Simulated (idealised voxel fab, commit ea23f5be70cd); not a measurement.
The process module that follows is named voxel gate over fins.
In the cross-section labelled cut, the width is 195 nm and each square cell is 5 nm.
How to read a cross-section here: the picture is a grid of square cells, written as bands going from the top down, and any band can span one or more rows of cells.
Heads up on the band format: heights come first, top then bottom, in nm. After that it's the materials left to right, each with its width in nm. A single material flagged "all across" fills the whole band edge to edge, and "blank" means there's empty space there.
All heights in this document are referenced to 0, defined as the level beneath which the wafer, as received, consists entirely of one material. The lowest band is not bounded below; it extends indefinitely downward and is written in the form "0 and below".
Read "30 to 40" as a graded width: first number on top, second number at the bottom, same change between each pair of neighbouring rows.
Any step labelled "identical to before" changed none of the cells in the cross-section.
Enclosed voids (no open way to top), threshold 8 cells or more, entry "Cavities, closed", notation width x height at distance, distance from left edge, nm.
Post-settings text on a step line: simulator's own remark regarding the step.
Steps that use a mask can have "overlay nm" on their line. It says how far the mask sat to the right of where it was meant to be. Negative means to the left.

[Planned process steps]
1) RECEIVE, material Si
2) CONFORMAL_DEP, material SiN, thk nm 5
3) DIRECTIONAL_DEP, material aC, thk nm 10
4) PATTERN, tone cover, mask id FINS, material resist, width nm 15, pitch nm 40, thk nm 25, overlay nm 0
5) DIRECTIONAL_ETCH, etch materials aC, depth nm 10
6) STRIP, etch materials resist
7) DIRECTIONAL_ETCH, etch materials SiN, depth nm 5
8) DIRECTIONAL_ETCH, etch materials Si, depth nm 40
9) STRIP, etch materials aC
10) OXIDIZE, depth nm 5
11) FILL_DEP, material SiO2, thk nm 15
12) CMP, height nm 5
13) SELECTIVE_ETCH, etch materials SiO2, depth nm 15
14) STRIP, etch materials SiN
15) CONFORMAL_DEP, material HfO2, thk nm 5
16) CONFORMAL_DEP, material TiN, thk nm 5
17) CONFORMAL_DEP, material TiAl, thk nm 5
18) CONFORMAL_DEP, material TiN, thk nm 5
19) FILL_DEP, material W, thk nm 10
20) CMP, height nm 25
21) CONFORMAL_DEP, material SiN, thk nm 10

[as received, after step 1]
	0 and below: Si all across
	Cavities, closed: none

[Cross-sectional result after module completion. Note: starting condition and plan are unchanged from above; one processing mistake was made]
	35 down to 25: SiN all across
	25 down to 20: W all across
	20 down to 15: 50 nm W, then 85 nm TiN, then 60 nm W
	15 down to 10: 50 nm W, then 5 nm TiN, then 35 nm TiAl, then 5 nm TiN, then 35 nm TiAl, then 5 nm TiN, then 60 nm W
	10 down to 5: 55 nm TiN, then 5 nm TiAl, then 25 nm TiN, then 5 nm TiAl, then 5 nm TiN, then 5 nm TiAl, then 25 nm TiN, then 5 nm TiAl, then 65 nm TiN
	5 down to 0: 60 nm TiAl, then 5 nm TiN, then 15 nm HfO2, then 5 nm TiN, then 15 nm TiAl, then 5 nm TiN, then 15 nm HfO2, then 5 nm TiN, then 70 nm TiAl
	0 down to -5: 65 nm TiN, then 5 nm HfO2, then 5 nm Si, then 5 nm HfO2, then 25 nm TiN, then 5 nm HfO2, then 5 nm Si, then 5 nm HfO2, then 75 nm TiN
	-5 down to -10: 70 nm HfO2, then 5 nm Si, then 35 nm HfO2, then 5 nm Si, then 80 nm HfO2
	-10 down to -45: 70 nm SiO2, then 5 nm Si, then 35 nm SiO2, then 5 nm Si, then 80 nm SiO2
	-45 and below: Si all across
	Cavities, closed: none
Diagnosis: contrary to plan, step 4 was performed as PATTERN, tone cover, mask id FINS, material resist, width nm 15, pitch nm 40, thk nm 25, overlay nm -5
